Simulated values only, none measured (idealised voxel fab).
process module | voxel air gaps
cross-section cut | 205 nm wide | cells 5 nm
A cross-section is a grid of square cells, given in bands from the top down. A band is one or more rows of cells.
Each band's line starts with the height of the band's top and of its bottom, in nm. Then come its materials from left to right, each with its width in nm. One material with "throughout" fills the band from edge to edge. "air" is empty space.
Height 0 is the level under which the wafer as received is all one material. The lowest band goes on downwards, as in "0 down".
A width such as "30 to 40" changes by the same amount from each row of cells to the next, from the band's top row to its bottom row.
"no change" after a step means that no cell of the cross-section changed.
closed voids: empty space of 8 cells or more with no open way to the top, each as width x height at its distance from the left edge, in nm
after a step's settings: what the simulator itself notes on the step
overlay nm, on a step with a mask: how far to the right of its planned place the mask lay; to the left if negative
plan
1 op RECEIVE | material Si
2 op CONFORMAL_DEP | material SiO2 | thk nm 10
3 op CONFORMAL_DEP | material SiN | thk nm 5
4 op DIRECTIONAL_DEP | material SiO2 | thk nm 40
5 op PATTERN | tone open | mask id LINES | material resist | width nm 15 | pitch nm 40 | thk nm 20 | overlay nm 0
6 op DIRECTIONAL_ETCH | etch materials SiO2 | depth nm 40
7 op STRIP | etch materials resist
8 op CONFORMAL_DEP | material TiN | thk nm 5
9 op FILL_DEP | material Cu | thk nm 5
10 op CMP | height nm 55
11 op EPI | material Ru | thk nm 10
12 op SELECTIVE_ETCH | etch materials SiO2 | depth nm 50
13 op CONFORMAL_DEP | material SiN | thk nm 5
as received, after step 1
  0 down: Si throughout
  closed voids: none
first wafer at the end, as planned
  70 to 65: air 40 | SiN 125 | air 40
  65 to 55: air 40 | SiN 5 | Ru 35 | SiN 5 | Ru 35 | SiN 5 | Ru 35 | SiN 5 | air 40
  55 to 50: air 40 | SiN 15 | TiN 5 | Cu 5 | TiN 5 | SiN 25 | TiN 5 | Cu 5 | TiN 5 | SiN 25 | TiN 5 | Cu 5 | TiN 5 | SiN 15 | air 40
  50 to 20: air 50 | SiN 5 | TiN 5 | Cu 5 | TiN 5 | SiN 5 | air 15 | SiN 5 | TiN 5 | Cu 5 | TiN 5 | SiN 5 | air 15 | SiN 5 | TiN 5 | Cu 5 | TiN 5 | SiN 5 | air 50
  20 to 15: SiN 55 | TiN 15 | SiN 25 | TiN 15 | SiN 25 | TiN 15 | SiN 55
  15 to 10: SiN throughout
  10 to 0: SiO2 throughout
  0 down: Si throughout
  closed voids: 15 x 30 at 75; 15 x 30 at 115
second wafer at the end: like start, like plan, one mistake
  65 to 60: air 40 | SiN 125 | air 40
  60 to 50: air 40 | SiN 5 | Ru 35 | SiN 5 | Ru 35 | SiN 5 | Ru 35 | SiN 5 | air 40
  50 to 45: air 40 | SiN 15 | TiN 5 | Cu 5 | TiN 5 | SiN 25 | TiN 5 | Cu 5 | TiN 5 | SiN 25 | TiN 5 | Cu 5 | TiN 5 | SiN 15 | air 40
  45 to 20: air 50 | SiN 5 | TiN 5 | Cu 5 | TiN 5 | SiN 5 | air 15 | SiN 5 | TiN 5 | Cu 5 | TiN 5 | SiN 5 | air 15 | SiN 5 | TiN 5 | Cu 5 | TiN 5 | SiN 5 | air 50
  20 to 15: SiN 55 | TiN 15 | SiN 25 | TiN 15 | SiN 25 | TiN 15 | SiN 55
  15 to 10: SiN throughout
  10 to 0: SiO2 throughout
  0 down: Si throughout
  closed voids: 15 x 25 at 75; 15 x 25 at 115
what went wrong: step 10 ran as: op CMP | height nm 50
at the end the second wafer has, in cells: 3 fewer of Cu | 6 fewer of SiN | 6 fewer of TiN
